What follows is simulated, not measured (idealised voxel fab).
The process module that follows is named voxel capacitor over wiring.
This is section cut - it's 235 nm across, gridded in 5 nm square cells.
Cross-section layout: square cells on a grid; listed as bands, top to bottom; a band spans one or more cell rows. Read a band's entry like this: the first values are the height of its top and the height of its bottom in nm, and what follows is the sequence of materials from left to right, each with its width in nm. Note that "empty" is empty space, and that a single material marked "edge to edge" reaches across the band from edge to edge. Note: height 0 marks the level under which the wafer is uniformly one material as received. Lowest band unbounded below, written "z 0 and below". A width given as "30..40" starts at the first number in the band's top row and ends at the second number in its bottom row, shifting by an equal amount at every step from row to row. "remained unchanged", as given for a step, is the statement that not any cell of the cross-section underwent a change during that step. Any empty space of 8 cells or more lacking an open way to the top shows up in "Closed void catalog" as width x height at distance, distance from the left edge, in nm. On each step's line, the part that comes after the settings is the simulator's own comment on the step. overlay nm: where the mask lay relative to plan, measured to the right, on steps with a mask; negatives go left.

### Planned step list for the process
1,RECEIVE, material Si
2,CONFORMAL_DEP, material SiO2, thk nm 10
3,DIRECTIONAL_DEP, material TiN, thk nm 5
4,DIRECTIONAL_DEP, material Ru, thk nm 25
5,DIRECTIONAL_DEP, material aC, thk nm 10
6,PATTERN, tone cover, mask id METAL_1, material resist, width nm 30, pitch nm 80, thk nm 25, overlay nm 0
7,DIRECTIONAL_ETCH, etch materials aC, depth nm 10
8,STRIP, etch materials resist
9,DIRECTIONAL_ETCH, etch materials Ru, depth nm 25
10,DIRECTIONAL_ETCH, etch materials TiN, depth nm 5
11,STRIP, etch materials aC
12,CONFORMAL_DEP, material SiCN, thk nm 5
13,FILL_DEP, material lowk, thk nm 10
14,CMP, height nm 40
15,CONFORMAL_DEP, material SiCN, thk nm 5
16,DIRECTIONAL_DEP, material lowk, thk nm 10
17,MASKED_ETCH, tone open, mask id PLUG_1, width nm 15, etch materials lowk, depth nm 10, overlay nm 0
18,MASKED_ETCH, tone open, mask id PLUG_1, width nm 15, etch materials SiCN, depth nm 5, overlay nm 0
19,CONFORMAL_DEP, material TiN, thk nm 5
20,FILL_DEP, material Cu, thk nm 10
21,CMP, height nm 55
22,DIRECTIONAL_DEP, material TiN, thk nm 5
23,DIRECTIONAL_DEP, material Al2O3, thk nm 5
24,DIRECTIONAL_DEP, material TiN, thk nm 5
25,PATTERN, tone cover, mask id UPPER_PLATE, material resist, width nm 55, thk nm 15, overlay nm 0
26,DIRECTIONAL_ETCH, etch materials TiN, depth nm 5
27,DIRECTIONAL_ETCH, etch materials Al2O3, depth nm 5
28,STRIP, etch materials resist
29,MASKED_ETCH, tone cover, mask id LOWER_PLATE, width nm 65, etch materials TiN, depth nm 10, overlay nm 0
30,FILL_DEP, material SiO2, thk nm 15
31,CMP, height nm 85
32,PATTERN, tone open, mask id PLUG_2, material resist, width nm 15, thk nm 20, overlay nm 0
33,DIRECTIONAL_ETCH, etch materials SiO2, depth nm 10
34,STRIP, etch materials resist
35,CONFORMAL_DEP, material TiN, thk nm 5
36,FILL_DEP, material Cu, thk nm 10
37,CMP, height nm 85
38,CONFORMAL_DEP, material SiN, thk nm 5
Where the wafers of this document differ is in the thk nm of step 22; they start out the same, and the plan states the value that applied to the first wafer.

### Cross-section of the first of several wafers as received (after step 1)
	z 0 and below = Si edge to edge
	Closed void catalog: none

### Take any row and you have a wafer at the end of the module: how many cells of each material it has gained (+) or lost (-) since it was received, and then its closed voids
thk nm 5 | +11 Al2O3 | +3 Cu | +60 Ru | +99 SiCN | +47 SiN | +335 SiO2 | +48 TiN | +243 lowk | Closed void catalog: none
thk nm 10 | +11 Al2O3 | +3 Cu | +60 Ru | +99 SiCN | +47 SiN | +322 SiO2 | +61 TiN | +243 lowk | Closed void catalog: none
thk nm 15 | +11 Al2O3 | +2 Cu | +60 Ru | +99 SiCN | +47 SiN | +278 SiO2 | +106 TiN | +243 lowk | Closed void catalog: none
thk nm 20 | +11 Al2O3 | +2 Cu | +60 Ru | +99 SiCN | +47 SiN | +234 SiO2 | +150 TiN | +243 lowk | Closed void catalog: none
thk nm 25 | +11 Al2O3 | +2 Cu | +60 Ru | +99 SiCN | +47 SiN | +198 SiO2 | +186 TiN | +243 lowk | Closed void catalog: none
